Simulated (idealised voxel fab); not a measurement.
This is a process module. Its name is voxel released beams.
It is cross-section cut that appears here, measuring 170 nm in width, its square cells being 5 nm in size.
Throughout this document, each cross-section is represented as a grid of square cells and is presented as a sequence of bands enumerated from the top downward, where a band comprises one or more rows of cells. This entry defines a band. It first specifies the height of the band's top and the height of its bottom in nm, and then specifies the band's materials from left to right, stating each material with its width in nm. The word "all across" identifies a single material that fills the band from edge to edge, while the word "blank" identifies empty space. For the purposes of this specification, 0 denotes the height below which the wafer in its as-received condition is composed wholly of one material, and the lowermost band, lacking a lower limit, extends downward without end, as expressed in "0 nm and below". With a width like "30->40", each row of cells in the band differs from the next by the same amount, the top row carrying the first number and the bottom row the second. Step marked "remains unaltered"? Then no cell in the cross-section changed in it. "Closed internal voids" lists enclosed empty spaces (at least 8 cells, no open path upward to the top), each as width x height at distance from the left edge, in nm. Post-settings text on a step line: simulator's own remark regarding the step. overlay nm: step with mask; distance mask lay right of planned place; negative value = left of planned place.
**Process steps (planned)**
1) RECEIVE: material Si
2) CONFORMAL_DEP: material Al2O3, thk nm 5
3) DIRECTIONAL_DEP: material SiO2, thk nm 10
4) DIRECTIONAL_DEP: material aC, thk nm 10
5) PATTERN: tone open, mask id ANCHOR, material resist, width nm 35, thk nm 25, overlay nm 0
6) DIRECTIONAL_ETCH: etch materials aC, depth nm 10
7) STRIP: etch materials resist
8) DIRECTIONAL_ETCH: etch materials SiO2, depth nm 10
9) STRIP: etch materials aC
10) CONFORMAL_DEP: material SiN, thk nm 10
11) DIRECTIONAL_DEP: material aC, thk nm 10
12) PATTERN: tone cover, mask id BEAM, material resist, width nm 90, thk nm 30, overlay nm 0
13) DIRECTIONAL_ETCH: etch materials aC, depth nm 10
14) STRIP: etch materials resist
15) DIRECTIONAL_ETCH: etch materials SiN, depth nm 10
16) STRIP: etch materials aC
17) STRIP: etch materials SiO2
**On the first of the two wafers: run conducted according to plan**
**As received (post step 1): cross-section**
  0 nm and below: Si all across
  Closed internal voids: none
**So this is the wafer cross-section right after step 2**
  5 nm to 0 nm: Al2O3 all across
  Below 0 it's all the same as before, nothing changed down there.
**So this is the wafer cross-section right after step 3**
  15 nm to 5 nm: SiO2 all across
  Below 5 it's all the same as before, nothing changed down there.
**So this is the wafer cross-section right after step 4**
  25 nm to 15 nm: aC all across
  Below 15 it's all the same as before, nothing changed down there.
**So this is the wafer cross-section right after step 5**
  50 nm to 25 nm: 40 of resist, 35 of blank, 95 of resist
  Below 25 it's all the same as before, nothing changed down there.
**So this is the wafer cross-section right after step 6**
  40 nm to 25 nm: 40 of resist, 35 of blank, 95 of resist
  25 nm to 15 nm: 40 of aC, 35 of blank, 95 of aC
  Below 15 it's all the same as before, nothing changed down there.
**So this is the wafer cross-section right after step 7**
  25 nm to 15 nm: 40 of aC, 35 of blank, 95 of aC
  Below 15 it's all the same as before, nothing changed down there.
**So this is the wafer cross-section right after step 8**
  25 nm to 15 nm: 40 of aC, 35 of blank, 95 of aC
  15 nm to 5 nm: 40 of SiO2, 35 of blank, 95 of SiO2
  Below 5 it's all the same as before, nothing changed down there.
**So this is the wafer cross-section right after step 9**
  15 nm to 5 nm: 40 of SiO2, 35 of blank, 95 of SiO2
  Below 5 it's all the same as before, nothing changed down there.
**So this is the wafer cross-section right after step 10**
  25 nm to 15 nm: 50 of SiN, 15 of blank, 105 of SiN
  15 nm to 5 nm: 40 of SiO2, 35 of SiN, 95 of SiO2
  Below 5 it's all the same as before, nothing changed down there.
**So this is the wafer cross-section right after step 11**
  35 nm to 25 nm: 50 of aC, 15 of blank, 105 of aC
  25 nm to 15 nm: 50 of SiN, 15 of aC, 105 of SiN
  Below 15 it's all the same as before, nothing changed down there.
**So this is the wafer cross-section right after step 12**
  65 nm to 35 nm: 35 of blank, 90 of resist, 45 of blank
  35 nm to 25 nm: 50 of aC, 15 of resist, 105 of aC
  Below 25 it's all the same as before, nothing changed down there.
**So this is the wafer cross-section right after step 13**
  55 nm to 35 nm: 35 of blank, 90 of resist, 45 of blank
  35 nm to 25 nm: 35 of blank, 15 of aC, 15 of resist, 60 of aC, 45 of blank
  Below 25 it's all the same as before, nothing changed down there.
**So this is the wafer cross-section right after step 14**
  35 nm to 25 nm: 35 of blank, 15 of aC, 15 of blank, 60 of aC, 45 of blank
  Below 25 it's all the same as before, nothing changed down there.
**So this is the wafer cross-section right after step 15**
  35 nm to 25 nm: 35 of blank, 15 of aC, 15 of blank, 60 of aC, 45 of blank
  25 nm to 15 nm: 35 of blank, 15 of SiN, 15 of aC, 60 of SiN, 45 of blank
  Below 15 it's all the same as before, nothing changed down there.
**So this is the wafer cross-section right after step 16**
  25 nm to 15 nm: 35 of blank, 15 of SiN, 15 of blank, 60 of SiN, 45 of blank
  Below 15 it's all the same as before, nothing changed down there.
**So this is the wafer cross-section right after step 17**
  25 nm to 15 nm: 35 of blank, 15 of SiN, 15 of blank, 60 of SiN, 45 of blank
  15 nm to 5 nm: 40 of blank, 35 of SiN, 95 of blank
  Below 5 it's all the same as before, nothing changed down there.
**For the second wafer, take the first wafer's start and plan, then add one mistake made in running it; everything through step 4, that step included, is shared with the first**
**Second wafer, cross-section, planned end of step 5**
  50 nm to 25 nm: 35 of resist, 45 of blank, 90 of resist
  Below 25 it's all the same as before, nothing changed down there.
**Second wafer, cross-section, planned end of step 6**
  40 nm to 25 nm: 35 of resist, 45 of blank, 90 of resist
  25 nm to 15 nm: 35 of aC, 45 of blank, 90 of aC
  Below 15 it's all the same as before, nothing changed down there.
**Second wafer, cross-section, planned end of step 7**
  25 nm to 15 nm: 35 of aC, 45 of blank, 90 of aC
  Below 15 it's all the same as before, nothing changed down there.
**Second wafer, cross-section, planned end of step 8**
  25 nm to 15 nm: 35 of aC, 45 of blank, 90 of aC
  15 nm to 5 nm: 35 of SiO2, 45 of blank, 90 of SiO2
  Below 5 it's all the same as before, nothing changed down there.
**Second wafer, cross-section, planned end of step 9**
  15 nm to 5 nm: 35 of SiO2, 45 of blank, 90 of SiO2
  Below 5 it's all the same as before, nothing changed down there.
**Second wafer, cross-section, planned end of step 10**
  25 nm to 15 nm: 45 of SiN, 25 of blank, 100 of SiN
  15 nm to 5 nm: 35 of SiO2, 45 of SiN, 90 of SiO2
  Below 5 it's all the same as before, nothing changed down there.
**Second wafer, cross-section, planned end of step 11**
  35 nm to 25 nm: 45 of aC, 25 of blank, 100 of aC
  25 nm to 15 nm: 45 of SiN, 25 of aC, 100 of SiN
  Below 15 it's all the same as before, nothing changed down there.
**Second wafer, cross-section, planned end of step 12**
  65 nm to 35 nm: 35 of blank, 90 of resist, 45 of blank
  35 nm to 25 nm: 45 of aC, 25 of resist, 100 of aC
  Below 25 it's all the same as before, nothing changed down there.
**Second wafer, cross-section, planned end of step 13**
  55 nm to 35 nm: 35 of blank, 90 of resist, 45 of blank
  35 nm to 25 nm: 35 of blank, 10 of aC, 25 of resist, 55 of aC, 45 of blank
  Below 25 it's all the same as before, nothing changed down there.
**Second wafer, cross-section, planned end of step 14**
  35 nm to 25 nm: 35 of blank, 10 of aC, 25 of blank, 55 of aC, 45 of blank
  Below 25 it's all the same as before, nothing changed down there.
**Second wafer, cross-section, planned end of step 15**
  35 nm to 25 nm: 35 of blank, 10 of aC, 25 of blank, 55 of aC, 45 of blank
  25 nm to 15 nm: 35 of blank, 10 of SiN, 25 of aC, 55 of SiN, 45 of blank
  Below 15 it's all the same as before, nothing changed down there.
**Second wafer, cross-section, planned end of step 16**
  25 nm to 15 nm: 35 of blank, 10 of SiN, 25 of blank, 55 of SiN, 45 of blank
  Below 15 it's all the same as before, nothing changed down there.
**Second wafer, cross-section, planned end of step 17**
  25 nm to 15 nm: 35 of blank, 10 of SiN, 25 of blank, 55 of SiN, 45 of blank
  15 nm to 5 nm: 35 of blank, 45 of SiN, 90 of blank
  Below 5 it's all the same as before, nothing changed down there.
Here's what went sideways: not per plan at step 5, really ran PATTERN: tone open, mask id ANCHOR, material resist, width nm 45, thk nm 25, overlay nm 0
If you tally the cells, the second wafer ends up with the same amount of every material as the first; it's all just sitting in different places.
